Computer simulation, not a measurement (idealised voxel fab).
Process module in this document: voxel wiring stack
The figure presents cross-section cut, which has a width of 250 nm and is divided into square cells with an edge length of 5 nm.
Cross-section spec: square-cell grid; bands listed top down; each band is one or more rows. Band entry format. Leading values: height of top, height of bottom, nm. Remainder: materials in left-to-right order, each with its width in nm. Special words: "throughout" on a single material, which then fills the band edge to edge; "empty", empty space. Below 0: as-received wafer, all one material; heights counted from there. Lowest band: no bottom, goes on down, written "0 down". Note: "30 to 40" means the width goes from the first number (top row of the band) to the second number (bottom row) in equal steps per row of cells. For the purposes of this document, the phrase "nothing altered" attached to a step denotes that no cell within the cross-section was modified by that step. Entrapped void list: empty space of 8 cells or more with no open way to the top, each as width x height at its distance from the left edge, in nm. after a step's settings: what the simulator itself notes on the step. You can add "overlay nm" to a step's line. For a step with a mask, it describes how far the mask lay to the right of its planned position, and a negative number describes a lay to the left.
-- These are the steps we planned for the process
1,RECEIVE,material Si
2,CONFORMAL_DEP,material SiO2,thk nm 10
3,CONFORMAL_DEP,material SiCN,thk nm 5
4,DIRECTIONAL_DEP,material lowk,thk nm 15
5,DIRECTIONAL_DEP,material aC,thk nm 15
6,PATTERN,tone open,mask id METAL_1,material resist,width nm 20,pitch nm 40,thk nm 35,overlay nm 0
7,DIRECTIONAL_ETCH,etch materials aC,depth nm 15
8,STRIP,etch materials resist
9,DIRECTIONAL_ETCH,etch materials lowk,depth nm 15
10,DIRECTIONAL_ETCH,etch materials SiCN,depth nm 5
11,STRIP,etch materials aC
12,CONFORMAL_DEP,material TiN,thk nm 5
13,FILL_DEP,material W,thk nm 5
14,CMP,height nm 30
15,CONFORMAL_DEP,material SiCN,thk nm 5
16,DIRECTIONAL_DEP,material SiO2,thk nm 10
17,DIRECTIONAL_DEP,material aC,thk nm 10
18,PATTERN,tone open,mask id PLUG_1,material resist,width nm 15,pitch nm 40,thk nm 30,overlay nm -15
19,DIRECTIONAL_ETCH,etch materials aC,depth nm 10
20,STRIP,etch materials resist
21,DIRECTIONAL_ETCH,etch materials SiO2,depth nm 10
22,DIRECTIONAL_ETCH,etch materials SiCN,depth nm 5
23,STRIP,etch materials aC
24,CONFORMAL_DEP,material TiN,thk nm 5
25,FILL_DEP,material Cu,thk nm 10
26,CMP,height nm 45
27,CONFORMAL_DEP,material SiCN,thk nm 5
28,DIRECTIONAL_DEP,material SiO2,thk nm 15
29,DIRECTIONAL_DEP,material aC,thk nm 15
30,PATTERN,tone open,mask id METAL_2,material resist,width nm 20,pitch nm 40,thk nm 35,overlay nm 0
31,DIRECTIONAL_ETCH,etch materials aC,depth nm 15
32,STRIP,etch materials resist
33,DIRECTIONAL_ETCH,etch materials SiO2,depth nm 15
34,DIRECTIONAL_ETCH,etch materials SiCN,depth nm 5
35,STRIP,etch materials aC
36,CONFORMAL_DEP,material TiN,thk nm 5
37,FILL_DEP,material Ru,thk nm 5
38,CMP,height nm 65
39,CONFORMAL_DEP,material SiCN,thk nm 5
40,DIRECTIONAL_DEP,material lowk,thk nm 35
41,DIRECTIONAL_DEP,material aC,thk nm 10
42,PATTERN,tone open,mask id METAL_3_HOLES,material resist,width nm 15,pitch nm 40,thk nm 25,overlay nm 0
43,DIRECTIONAL_ETCH,etch materials aC,depth nm 10
44,STRIP,etch materials resist
45,DIRECTIONAL_ETCH,etch materials lowk,depth nm 35
46,STRIP,etch materials aC
47,PATTERN,tone open,mask id METAL_3,material resist,width nm 20,pitch nm 40,thk nm 20,overlay nm 0
48,DIRECTIONAL_ETCH,etch materials lowk,depth nm 20
49,DIRECTIONAL_ETCH,etch materials SiCN,depth nm 5
50,STRIP,etch materials resist
51,CONFORMAL_DEP,material TiN,thk nm 5
52,FILL_DEP,material Cu,thk nm 5
53,CMP,height nm 105
54,CONFORMAL_DEP,material SiN,thk nm 5
The value of overlay nm given for step 18 in the plan refers to the first wafer; the wafers vary in this setting and are alike at the start.
-- Incoming state of the first of several wafers in cross-section: after step 1
0 down | Si throughout
Entrapped void list: none
-- Each row below is a wafer at the end of the module, listing for every material the number of cells it has gained (+) or lost (-) since it was received, followed by its closed voids
overlay nm -15; +36 Cu; +18 Ru; +158 SiCN; +50 SiN; +296 SiO2; +135 TiN; +18 W; +389 lowk; Entrapped void list: none
overlay nm -10; +36 Cu; +18 Ru; +158 SiCN; +50 SiN; +296 SiO2; +135 TiN; +18 W; +389 lowk; Entrapped void list: none
overlay nm -5; +36 Cu; +18 Ru; +158 SiCN; +50 SiN; +296 SiO2; +135 TiN; +18 W; +389 lowk; Entrapped void list: none
overlay nm 0; +36 Cu; +18 Ru; +158 SiCN; +50 SiN; +296 SiO2; +135 TiN; +18 W; +389 lowk; Entrapped void list: none
overlay nm 5; +36 Cu; +18 Ru; +158 SiCN; +50 SiN; +296 SiO2; +135 TiN; +18 W; +389 lowk; Entrapped void list: none
overlay nm 10; +36 Cu; +18 Ru; +158 SiCN; +50 SiN; +296 SiO2; +135 TiN; +18 W; +389 lowk; Entrapped void list: none
overlay nm 15; +36 Cu; +18 Ru; +158 SiCN; +50 SiN; +296 SiO2; +135 TiN; +18 W; +389 lowk; Entrapped void list: none
